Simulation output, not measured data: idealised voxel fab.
process module | voxel double patterning
cross-section cut | 255 nm wide | cells 5 nm
A cross-section is a grid of square cells, given in bands from the top down. A band is one or more rows of cells.
Each band's line starts with the height of the band's top and of its bottom, in nm. Then come its materials from left to right, each with its width in nm. One material with "throughout" fills the band from edge to edge. "air" is empty space.
Height 0 is the level under which the wafer as received is all one material. The lowest band goes on downwards, as in "0 down".
A width such as "30 to 40" changes by the same amount from each row of cells to the next, from the band's top row to its bottom row.
"no change" after a step means that no cell of the cross-section changed.
closed voids: empty space of 8 cells or more with no open way to the top, each as width x height at its distance from the left edge, in nm
after a step's settings: what the simulator itself notes on the step
overlay nm, on a step with a mask: how far to the right of its planned place the mask lay; to the left if negative
plan
1 op RECEIVE | material Si
2 op CONFORMAL_DEP | material SiN | thk nm 5
3 op DIRECTIONAL_DEP | material SiO2 | thk nm 10
4 op DIRECTIONAL_DEP | material SiCN | thk nm 10
5 op MASKED_ETCH | tone open | mask id FIRST | width nm 15 | pitch nm 50 | etch materials SiCN | depth nm 10 | overlay nm 0
6 op DIRECTIONAL_DEP | material aC | thk nm 10
7 op PATTERN | tone open | mask id SECOND | material resist | width nm 15 | pitch nm 50 | thk nm 25 | overlay nm 0
8 op DIRECTIONAL_ETCH | etch materials aC | depth nm 10
9 op STRIP | etch materials resist
10 op DIRECTIONAL_ETCH | etch materials SiCN | depth nm 10
11 op STRIP | etch materials aC
12 op DIRECTIONAL_ETCH | etch materials SiO2 | depth nm 10
13 op STRIP | etch materials SiCN
first wafer, as planned
as received, after step 1
  0 down: Si throughout
  closed voids: none
after step 2
  5 to 0: SiN throughout
  below 0: unchanged
after step 3
  15 to 5: SiO2 throughout
  below 5: unchanged
after step 4
  25 to 15: SiCN throughout
  below 15: unchanged
after step 5
  25 to 15: SiCN 70 | air 15 | SiCN 35 | air 15 | SiCN 35 | air 15 | SiCN 70
  below 15: unchanged
after step 6
  35 to 25: aC 70 | air 15 | aC 35 | air 15 | aC 35 | air 15 | aC 70
  25 to 15: SiCN 70 | aC 15 | SiCN 35 | aC 15 | SiCN 35 | aC 15 | SiCN 70
  below 15: unchanged
after step 7
  60 to 35: resist 95 | air 15 | resist 35 | air 15 | resist 95
  35 to 25: aC 70 | resist 15 | aC 35 | resist 15 | aC 35 | resist 15 | aC 70
  below 25: unchanged
after step 8
  50 to 35: resist 95 | air 15 | resist 35 | air 15 | resist 95
  35 to 25: aC 70 | resist 15 | aC 10 | air 15 | aC 10 | resist 15 | aC 10 | air 15 | aC 10 | resist 15 | aC 70
  below 25: unchanged
after step 9
  35 to 25: aC 70 | air 15 | aC 10 | air 15 | aC 10 | air 15 | aC 10 | air 15 | aC 10 | air 15 | aC 70
  below 25: unchanged
after step 10
  35 to 25: aC 70 | air 15 | aC 10 | air 15 | aC 10 | air 15 | aC 10 | air 15 | aC 10 | air 15 | aC 70
  25 to 15: SiCN 70 | aC 15 | SiCN 10 | air 15 | SiCN 10 | aC 15 | SiCN 10 | air 15 | SiCN 10 | aC 15 | SiCN 70
  below 15: unchanged
after step 11
  25 to 15: SiCN 70 | air 15 | SiCN 10 | air 15 | SiCN 10 | air 15 | SiCN 10 | air 15 | SiCN 10 | air 15 | SiCN 70
  below 15: unchanged
after step 12
  25 to 15: SiCN 70 | air 15 | SiCN 10 | air 15 | SiCN 10 | air 15 | SiCN 10 | air 15 | SiCN 10 | air 15 | SiCN 70
  15 to 5: SiO2 70 | air 15 | SiO2 10 | air 15 | SiO2 10 | air 15 | SiO2 10 | air 15 | SiO2 10 | air 15 | SiO2 70
  below 5: unchanged
after step 13
  15 to 5: SiO2 70 | air 15 | SiO2 10 | air 15 | SiO2 10 | air 15 | SiO2 10 | air 15 | SiO2 10 | air 15 | SiO2 70
  below 5: unchanged
second wafer: like start, like plan, one mistake. Through step 4 it matches the first wafer
when step 5 should have ended
  25 to 15: SiCN 65 | air 15 | SiCN 35 | air 15 | SiCN 35 | air 15 | SiCN 75
  below 15: unchanged
when step 6 should have ended
  35 to 25: aC 65 | air 15 | aC 35 | air 15 | aC 35 | air 15 | aC 75
  25 to 15: SiCN 65 | aC 15 | SiCN 35 | aC 15 | SiCN 35 | aC 15 | SiCN 75
  below 15: unchanged
when step 7 should have ended
  60 to 35: resist 95 | air 15 | resist 35 | air 15 | resist 95
  35 to 25: aC 65 | resist 15 | aC 35 | resist 15 | aC 35 | resist 15 | aC 75
  below 25: unchanged
when step 8 should have ended
  50 to 35: resist 95 | air 15 | resist 35 | air 15 | resist 95
  35 to 25: aC 65 | resist 15 | aC 15 | air 15 | aC 5 | resist 15 | aC 15 | air 15 | aC 5 | resist 15 | aC 75
  below 25: unchanged
when step 9 should have ended
  35 to 25: aC 65 | air 15 | aC 15 | air 15 | aC 5 | air 15 | aC 15 | air 15 | aC 5 | air 15 | aC 75
  below 25: unchanged
when step 10 should have ended
  35 to 25: aC 65 | air 15 | aC 15 | air 15 | aC 5 | air 15 | aC 15 | air 15 | aC 5 | air 15 | aC 75
  25 to 15: SiCN 65 | aC 15 | SiCN 15 | air 15 | SiCN 5 | aC 15 | SiCN 15 | air 15 | SiCN 5 | aC 15 | SiCN 75
  below 15: unchanged
when step 11 should have ended
  25 to 15: SiCN 65 | air 15 | SiCN 15 | air 15 | SiCN 5 | air 15 | SiCN 15 | air 15 | SiCN 5 | air 15 | SiCN 75
  below 15: unchanged
when step 12 should have ended
  25 to 15: SiCN 65 | air 15 | SiCN 15 | air 15 | SiCN 5 | air 15 | SiCN 15 | air 15 | SiCN 5 | air 15 | SiCN 75
  15 to 5: SiO2 65 | air 15 | SiO2 15 | air 15 | SiO2 5 | air 15 | SiO2 15 | air 15 | SiO2 5 | air 15 | SiO2 75
  below 5: unchanged
when step 13 should have ended
  15 to 5: SiO2 65 | air 15 | SiO2 15 | air 15 | SiO2 5 | air 15 | SiO2 15 | air 15 | SiO2 5 | air 15 | SiO2 75
  below 5: unchanged
what went wrong: step 5 ran as: op MASKED_ETCH | tone open | mask id FIRST | width nm 15 | pitch nm 50 | etch materials SiCN | depth nm 10 | overlay nm -5
at the end the second wafer has, in cells: as many of each material as the first, in other places
